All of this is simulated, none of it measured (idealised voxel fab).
process module | voxel gate over fins
FYI the section here is cut, 240 nm wide, cells are 5 nm squares.
The cross-sections in this document take the form of a grid made of square cells. They are written out as bands, in order from top to bottom. Each band consists of one or more rows of cells.
Band: top and bottom heights (nm) first, top before bottom; then materials from left to right, widths in nm. "edge to edge" marks a sole material filling the band edge to edge. "blank" denotes empty space.
Heads up on the height convention: 0 is the point under which the incoming wafer is all one material, and the lowest band has no bottom, it just keeps going down, like "0 nm and below".
Per-row width for "30..40": begins at first number (top row of band), ends at second number (bottom row), increment between rows held constant.
Reading "left unchanged" for a step: not a cell of the cross-section changed in it.
What "Trapped cavities" gives you is every empty space of 8 cells or more that is cut off from the top. Each appears as width x height at distance, with the distance taken from the left edge and width, height and distance all in nm.
Where a step's line continues beyond its settings, the continuation is a remark by the simulator itself on that step.
overlay nm: where the mask lay relative to plan, measured to the right, on steps with a mask; negatives go left.

The process steps that were planned are listed below:
1) RECEIVE | material Si
2) CONFORMAL_DEP | material SiN | thk nm 5
3) PATTERN | tone cover | mask id FINS | material resist | width nm 15 | pitch nm 60 | thk nm 15 | overlay nm 0
4) DIRECTIONAL_ETCH | etch materials SiN | depth nm 5
5) DIRECTIONAL_ETCH | etch materials Si | depth nm 35
6) STRIP | etch materials resist
7) OXIDIZE | depth nm 5
8) FILL_DEP | material SiO2 | thk nm 5
9) CMP | height nm 5
10) MASKED_ETCH | tone open | mask id RAIL | width nm 15 | etch materials SiO2 | depth nm 35 | overlay nm 0
11) CONFORMAL_DEP | material TiN | thk nm 5
12) FILL_DEP | material W | thk nm 5
13) CMP | height nm 5
14) SELECTIVE_ETCH | etch materials W Ru TiN | depth nm 25
15) FILL_DEP | material SiO2 | thk nm 5
16) CMP | height nm 5
17) SELECTIVE_ETCH | etch materials SiO2 | depth nm 20
18) STRIP | etch materials SiN
19) CONFORMAL_DEP | material HfO2 | thk nm 5
20) CONFORMAL_DEP | material TiN | thk nm 5
21) FILL_DEP | material W | thk nm 15
22) CMP | height nm 20
23) CONFORMAL_DEP | material SiN | thk nm 5

The first of a set of two wafers, run to plan:

Cross-sectional view of the wafer in its as-received condition, corresponding to the state after step 1:
	0 nm and below | Si edge to edge
	Trapped cavities: none

Cross-section of the wafer after step 2:
	5 nm to 0 nm | SiN edge to edge
	below 0: unchanged

Cross-section of the wafer after step 3:
	20 nm to 5 nm | blank: 50 | resist: 15 | blank: 45 | resist: 15 | blank: 45 | resist: 15 | blank: 55
	below 5: unchanged

Cross-section of the wafer after step 4:
	20 nm to 5 nm | blank: 50 | resist: 15 | blank: 45 | resist: 15 | blank: 45 | resist: 15 | blank: 55
	5 nm to 0 nm | blank: 50 | SiN: 15 | blank: 45 | SiN: 15 | blank: 45 | SiN: 15 | blank: 55
	below 0: unchanged

Cross-section of the wafer after step 5:
	20 nm to 5 nm | blank: 50 | resist: 15 | blank: 45 | resist: 15 | blank: 45 | resist: 15 | blank: 55
	5 nm to 0 nm | blank: 50 | SiN: 15 | blank: 45 | SiN: 15 | blank: 45 | SiN: 15 | blank: 55
	0 nm to -35 nm | blank: 50 | Si: 15 | blank: 45 | Si: 15 | blank: 45 | Si: 15 | blank: 55
	below -35: unchanged

Cross-section of the wafer after step 6:
	5 nm to 0 nm | blank: 50 | SiN: 15 | blank: 45 | SiN: 15 | blank: 45 | SiN: 15 | blank: 55
	below 0: unchanged

Cross-section of the wafer after step 7:
	5 nm to 0 nm | blank: 50 | SiN: 15 | blank: 45 | SiN: 15 | blank: 45 | SiN: 15 | blank: 55
	0 nm to -35 nm | blank: 50 | SiO2: 5 | Si: 5 | SiO2: 5 | blank: 45 | SiO2: 5 | Si: 5 | SiO2: 5 | blank: 45 | SiO2: 5 | Si: 5 | SiO2: 5 | blank: 55
	-35 nm to -40 nm | SiO2: 55 | Si: 5 | SiO2: 55 | Si: 5 | SiO2: 55 | Si: 5 | SiO2: 60
	below -40: unchanged

Cross-section of the wafer after step 8:
	10 nm to 5 nm | SiO2 edge to edge
	5 nm to 0 nm | SiO2: 50 | SiN: 15 | SiO2: 45 | SiN: 15 | SiO2: 45 | SiN: 15 | SiO2: 55
	0 nm to -40 nm | SiO2: 55 | Si: 5 | SiO2: 55 | Si: 5 | SiO2: 55 | Si: 5 | SiO2: 60
	below -40: unchanged

Cross-section of the wafer after step 9:
	5 nm to 0 nm | SiO2: 50 | SiN: 15 | SiO2: 45 | SiN: 15 | SiO2: 45 | SiN: 15 | SiO2: 55
	below 0: unchanged

Cross-section of the wafer after step 10:
	5 nm to 0 nm | SiO2: 50 | SiN: 15 | SiO2: 15 | blank: 15 | SiO2: 15 | SiN: 15 | SiO2: 45 | SiN: 15 | SiO2: 55
	0 nm to -30 nm | SiO2: 55 | Si: 5 | SiO2: 20 | blank: 15 | SiO2: 20 | Si: 5 | SiO2: 55 | Si: 5 | SiO2: 60
	below -30: unchanged

Cross-section of the wafer after step 11:
	10 nm to 5 nm | TiN: 85 | blank: 5 | TiN: 150
	5 nm to 0 nm | SiO2: 50 | SiN: 15 | SiO2: 15 | TiN: 5 | blank: 5 | TiN: 5 | SiO2: 15 | SiN: 15 | SiO2: 45 | SiN: 15 | SiO2: 55
	0 nm to -25 nm | SiO2: 55 | Si: 5 | SiO2: 20 | TiN: 5 | blank: 5 | TiN: 5 | SiO2: 20 | Si: 5 | SiO2: 55 | Si: 5 | SiO2: 60
	-25 nm to -30 nm | SiO2: 55 | Si: 5 | SiO2: 20 | TiN: 15 | SiO2: 20 | Si: 5 | SiO2: 55 | Si: 5 | SiO2: 60
	below -30: unchanged

Cross-section of the wafer after step 12:
	15 nm to 10 nm | W edge to edge
	10 nm to 5 nm | TiN: 85 | W: 5 | TiN: 150
	5 nm to 0 nm | SiO2: 50 | SiN: 15 | SiO2: 15 | TiN: 5 | W: 5 | TiN: 5 | SiO2: 15 | SiN: 15 | SiO2: 45 | SiN: 15 | SiO2: 55
	0 nm to -25 nm | SiO2: 55 | Si: 5 | SiO2: 20 | TiN: 5 | W: 5 | TiN: 5 | SiO2: 20 | Si: 5 | SiO2: 55 | Si: 5 | SiO2: 60
	below -25: unchanged

Cross-section of the wafer after step 13:
	5 nm to 0 nm | SiO2: 50 | SiN: 15 | SiO2: 15 | TiN: 5 | W: 5 | TiN: 5 | SiO2: 15 | SiN: 15 | SiO2: 45 | SiN: 15 | SiO2: 55
	below 0: unchanged

Cross-section of the wafer after step 14:
	5 nm to 0 nm | SiO2: 50 | SiN: 15 | SiO2: 15 | blank: 15 | SiO2: 15 | SiN: 15 | SiO2: 45 | SiN: 15 | SiO2: 55
	0 nm to -20 nm | SiO2: 55 | Si: 5 | SiO2: 20 | blank: 15 | SiO2: 20 | Si: 5 | SiO2: 55 | Si: 5 | SiO2: 60
	below -20: unchanged

Cross-section of the wafer after step 15:
	10 nm to 5 nm | SiO2 edge to edge
	5 nm to 0 nm | SiO2: 50 | SiN: 15 | SiO2: 45 | SiN: 15 | SiO2: 45 | SiN: 15 | SiO2: 55
	0 nm to -20 nm | SiO2: 55 | Si: 5 | SiO2: 55 | Si: 5 | SiO2: 55 | Si: 5 | SiO2: 60
	below -20: unchanged

Cross-section of the wafer after step 16:
	5 nm to 0 nm | SiO2: 50 | SiN: 15 | SiO2: 45 | SiN: 15 | SiO2: 45 | SiN: 15 | SiO2: 55
	below 0: unchanged

Cross-section of the wafer after step 17:
	5 nm to 0 nm | blank: 50 | SiN: 15 | blank: 45 | SiN: 15 | blank: 45 | SiN: 15 | blank: 55
	0 nm to -15 nm | blank: 55 | Si: 5 | blank: 55 | Si: 5 | blank: 55 | Si: 5 | blank: 60
	below -15: unchanged

Cross-section of the wafer after step 18:
	0 nm to -15 nm | blank: 55 | Si: 5 | blank: 55 | Si: 5 | blank: 55 | Si: 5 | blank: 60
	below -15: unchanged

Cross-section of the wafer after step 19:
	5 nm to 0 nm | blank: 50 | HfO2: 15 | blank: 45 | HfO2: 15 | blank: 45 | HfO2: 15 | blank: 55
	0 nm to -10 nm | blank: 50 | HfO2: 5 | Si: 5 | HfO2: 5 | blank: 45 | HfO2: 5 | Si: 5 | HfO2: 5 | blank: 45 | HfO2: 5 | Si: 5 | HfO2: 5 | blank: 55
	-10 nm to -15 nm | HfO2: 55 | Si: 5 | HfO2: 55 | Si: 5 | HfO2: 55 | Si: 5 | HfO2: 60
	below -15: unchanged

Cross-section of the wafer after step 20:
	10 nm to 5 nm | blank: 45 | TiN: 25 | blank: 35 | TiN: 25 | blank: 35 | TiN: 25 | blank: 50
	5 nm to 0 nm | blank: 45 | TiN: 5 | HfO2: 15 | TiN: 5 | blank: 35 | TiN: 5 | HfO2: 15 | TiN: 5 | blank: 35 | TiN: 5 | HfO2: 15 | TiN: 5 | blank: 50
	0 nm to -5 nm | blank: 45 | TiN: 5 | HfO2: 5 | Si: 5 | HfO2: 5 | TiN: 5 | blank: 35 | TiN: 5 | HfO2: 5 | Si: 5 | HfO2: 5 | TiN: 5 | blank: 35 | TiN: 5 | HfO2: 5 | Si: 5 | HfO2: 5 | TiN: 5 | blank: 50
	-5 nm to -10 nm | TiN: 50 | HfO2: 5 | Si: 5 | HfO2: 5 | TiN: 45 | HfO2: 5 | Si: 5 | HfO2: 5 | TiN: 45 | HfO2: 5 | Si: 5 | HfO2: 5 | TiN: 55
	below -10: unchanged

Cross-section of the wafer after step 21:
	25 nm to 10 nm | W edge to edge
	10 nm to 5 nm | W: 45 | TiN: 25 | W: 35 | TiN: 25 | W: 35 | TiN: 25 | W: 50
	5 nm to 0 nm | W: 45 | TiN: 5 | HfO2: 15 | TiN: 5 | W: 35 | TiN: 5 | HfO2: 15 | TiN: 5 | W: 35 | TiN: 5 | HfO2: 15 | TiN: 5 | W: 50
	0 nm to -5 nm | W: 45 | TiN: 5 | HfO2: 5 | Si: 5 | HfO2: 5 | TiN: 5 | W: 35 | TiN: 5 | HfO2: 5 | Si: 5 | HfO2: 5 | TiN: 5 | W: 35 | TiN: 5 | HfO2: 5 | Si: 5 | HfO2: 5 | TiN: 5 | W: 50
	below -5: unchanged

Cross-section of the wafer after step 22:
	20 nm to 10 nm | W edge to edge
	below 10: unchanged

Cross-section of the wafer after step 23:
	25 nm to 20 nm | SiN edge to edge
	below 20: unchanged

Second wafer: like start, like plan, one mistake. Through step 4 it matches the first wafer:

Cross-section of the second wafer at the time by which step 5 should have been completed according to the plan:
	20 nm to 5 nm | blank: 50 | resist: 15 | blank: 45 | resist: 15 | blank: 45 | resist: 15 | blank: 55
	5 nm to 0 nm | blank: 50 | SiN: 15 | blank: 45 | SiN: 15 | blank: 45 | SiN: 15 | blank: 55
	0 nm to -45 nm | blank: 50 | Si: 15 | blank: 45 | Si: 15 | blank: 45 | Si: 15 | blank: 55
	below -45: unchanged

Cross-section of the second wafer at the time by which step 6 should have been completed according to the plan:
	5 nm to 0 nm | blank: 50 | SiN: 15 | blank: 45 | SiN: 15 | blank: 45 | SiN: 15 | blank: 55
	below 0: unchanged

Cross-section of the second wafer at the time by which step 7 should have been completed according to the plan:
	5 nm to 0 nm | blank: 50 | SiN: 15 | blank: 45 | SiN: 15 | blank: 45 | SiN: 15 | blank: 55
	0 nm to -45 nm | blank: 50 | SiO2: 5 | Si: 5 | SiO2: 5 | blank: 45 | SiO2: 5 | Si: 5 | SiO2: 5 | blank: 45 | SiO2: 5 | Si: 5 | SiO2: 5 | blank: 55
	-45 nm to -50 nm | SiO2: 55 | Si: 5 | SiO2: 55 | Si: 5 | SiO2: 55 | Si: 5 | SiO2: 60
	below -50: unchanged

Cross-section of the second wafer at the time by which step 8 should have been completed according to the plan:
	10 nm to 5 nm | SiO2 edge to edge
	5 nm to 0 nm | SiO2: 50 | SiN: 15 | SiO2: 45 | SiN: 15 | SiO2: 45 | SiN: 15 | SiO2: 55
	0 nm to -50 nm | SiO2: 55 | Si: 5 | SiO2: 55 | Si: 5 | SiO2: 55 | Si: 5 | SiO2: 60
	below -50: unchanged

Cross-section of the second wafer at the time by which step 9 should have been completed according to the plan:
	5 nm to 0 nm | SiO2: 50 | SiN: 15 | SiO2: 45 | SiN: 15 | SiO2: 45 | SiN: 15 | SiO2: 55
	below 0: unchanged

Cross-section of the second wafer at the time by which step 10 should have been completed according to the plan:
	5 nm to 0 nm | SiO2: 50 | SiN: 15 | SiO2: 15 | blank: 15 | SiO2: 15 | SiN: 15 | SiO2: 45 | SiN: 15 | SiO2: 55
	0 nm to -30 nm | SiO2: 55 | Si: 5 | SiO2: 20 | blank: 15 | SiO2: 20 | Si: 5 | SiO2: 55 | Si: 5 | SiO2: 60
	below -30: unchanged

Cross-section of the second wafer at the time by which step 11 should have been completed according to the plan:
	10 nm to 5 nm | TiN: 85 | blank: 5 | TiN: 150
	5 nm to 0 nm | SiO2: 50 | SiN: 15 | SiO2: 15 | TiN: 5 | blank: 5 | TiN: 5 | SiO2: 15 | SiN: 15 | SiO2: 45 | SiN: 15 | SiO2: 55
	0 nm to -25 nm | SiO2: 55 | Si: 5 | SiO2: 20 | TiN: 5 | blank: 5 | TiN: 5 | SiO2: 20 | Si: 5 | SiO2: 55 | Si: 5 | SiO2: 60
	-25 nm to -30 nm | SiO2: 55 | Si: 5 | SiO2: 20 | TiN: 15 | SiO2: 20 | Si: 5 | SiO2: 55 | Si: 5 | SiO2: 60
	below -30: unchanged

Cross-section of the second wafer at the time by which step 12 should have been completed according to the plan:
	15 nm to 10 nm | W edge to edge
	10 nm to 5 nm | TiN: 85 | W: 5 | TiN: 150
	5 nm to 0 nm | SiO2: 50 | SiN: 15 | SiO2: 15 | TiN: 5 | W: 5 | TiN: 5 | SiO2: 15 | SiN: 15 | SiO2: 45 | SiN: 15 | SiO2: 55
	0 nm to -25 nm | SiO2: 55 | Si: 5 | SiO2: 20 | TiN: 5 | W: 5 | TiN: 5 | SiO2: 20 | Si: 5 | SiO2: 55 | Si: 5 | SiO2: 60
	below -25: unchanged

Cross-section of the second wafer at the time by which step 13 should have been completed according to the plan:
	5 nm to 0 nm | SiO2: 50 | SiN: 15 | SiO2: 15 | TiN: 5 | W: 5 | TiN: 5 | SiO2: 15 | SiN: 15 | SiO2: 45 | SiN: 15 | SiO2: 55
	below 0: unchanged

Cross-section of the second wafer at the time by which step 14 should have been completed according to the plan:
	5 nm to 0 nm | SiO2: 50 | SiN: 15 | SiO2: 15 | blank: 15 | SiO2: 15 | SiN: 15 | SiO2: 45 | SiN: 15 | SiO2: 55
	0 nm to -20 nm | SiO2: 55 | Si: 5 | SiO2: 20 | blank: 15 | SiO2: 20 | Si: 5 | SiO2: 55 | Si: 5 | SiO2: 60
	below -20: unchanged

Cross-section of the second wafer at the time by which step 15 should have been completed according to the plan:
	10 nm to 5 nm | SiO2 edge to edge
	5 nm to 0 nm | SiO2: 50 | SiN: 15 | SiO2: 45 | SiN: 15 | SiO2: 45 | SiN: 15 | SiO2: 55
	0 nm to -20 nm | SiO2: 55 | Si: 5 | SiO2: 55 | Si: 5 | SiO2: 55 | Si: 5 | SiO2: 60
	below -20: unchanged

Cross-section of the second wafer at the time by which step 16 should have been completed according to the plan:
	5 nm to 0 nm | SiO2: 50 | SiN: 15 | SiO2: 45 | SiN: 15 | SiO2: 45 | SiN: 15 | SiO2: 55
	below 0: unchanged

Cross-section of the second wafer at the time by which step 17 should have been completed according to the plan:
	5 nm to 0 nm | blank: 50 | SiN: 15 | blank: 45 | SiN: 15 | blank: 45 | SiN: 15 | blank: 55
	0 nm to -15 nm | blank: 55 | Si: 5 | blank: 55 | Si: 5 | blank: 55 | Si: 5 | blank: 60
	below -15: unchanged

Cross-section of the second wafer at the time by which step 18 should have been completed according to the plan:
	0 nm to -15 nm | blank: 55 | Si: 5 | blank: 55 | Si: 5 | blank: 55 | Si: 5 | blank: 60
	below -15: unchanged

Cross-section of the second wafer at the time by which step 19 should have been completed according to the plan:
	5 nm to 0 nm | blank: 50 | HfO2: 15 | blank: 45 | HfO2: 15 | blank: 45 | HfO2: 15 | blank: 55
	0 nm to -10 nm | blank: 50 | HfO2: 5 | Si: 5 | HfO2: 5 | blank: 45 | HfO2: 5 | Si: 5 | HfO2: 5 | blank: 45 | HfO2: 5 | Si: 5 | HfO2: 5 | blank: 55
	-10 nm to -15 nm | HfO2: 55 | Si: 5 | HfO2: 55 | Si: 5 | HfO2: 55 | Si: 5 | HfO2: 60
	below -15: unchanged

Cross-section of the second wafer at the time by which step 20 should have been completed according to the plan:
	10 nm to 5 nm | blank: 45 | TiN: 25 | blank: 35 | TiN: 25 | blank: 35 | TiN: 25 | blank: 50
	5 nm to 0 nm | blank: 45 | TiN: 5 | HfO2: 15 | TiN: 5 | blank: 35 | TiN: 5 | HfO2: 15 | TiN: 5 | blank: 35 | TiN: 5 | HfO2: 15 | TiN: 5 | blank: 50
	0 nm to -5 nm | blank: 45 | TiN: 5 | HfO2: 5 | Si: 5 | HfO2: 5 | TiN: 5 | blank: 35 | TiN: 5 | HfO2: 5 | Si: 5 | HfO2: 5 | TiN: 5 | blank: 35 | TiN: 5 | HfO2: 5 | Si: 5 | HfO2: 5 | TiN: 5 | blank: 50
	-5 nm to -10 nm | TiN: 50 | HfO2: 5 | Si: 5 | HfO2: 5 | TiN: 45 | HfO2: 5 | Si: 5 | HfO2: 5 | TiN: 45 | HfO2: 5 | Si: 5 | HfO2: 5 | TiN: 55
	below -10: unchanged

Cross-section of the second wafer at the time by which step 21 should have been completed according to the plan:
	25 nm to 10 nm | W edge to edge
	10 nm to 5 nm | W: 45 | TiN: 25 | W: 35 | TiN: 25 | W: 35 | TiN: 25 | W: 50
	5 nm to 0 nm | W: 45 | TiN: 5 | HfO2: 15 | TiN: 5 | W: 35 | TiN: 5 | HfO2: 15 | TiN: 5 | W: 35 | TiN: 5 | HfO2: 15 | TiN: 5 | W: 50
	0 nm to -5 nm | W: 45 | TiN: 5 | HfO2: 5 | Si: 5 | HfO2: 5 | TiN: 5 | W: 35 | TiN: 5 | HfO2: 5 | Si: 5 | HfO2: 5 | TiN: 5 | W: 35 | TiN: 5 | HfO2: 5 | Si: 5 | HfO2: 5 | TiN: 5 | W: 50
	below -5: unchanged

Cross-section of the second wafer at the time by which step 22 should have been completed according to the plan:
	20 nm to 10 nm | W edge to edge
	below 10: unchanged

Cross-section of the second wafer at the time by which step 23 should have been completed according to the plan:
	25 nm to 20 nm | SiN edge to edge
	below 20: unchanged
Against the plan, the run slipped here: in deviation from the planned setting, step 5 was conducted as DIRECTIONAL_ETCH | etch materials Si | depth nm 45
Final cells, second wafer relative to first, materials higher or lower: 90 fewer of Si; 90 more of SiO2
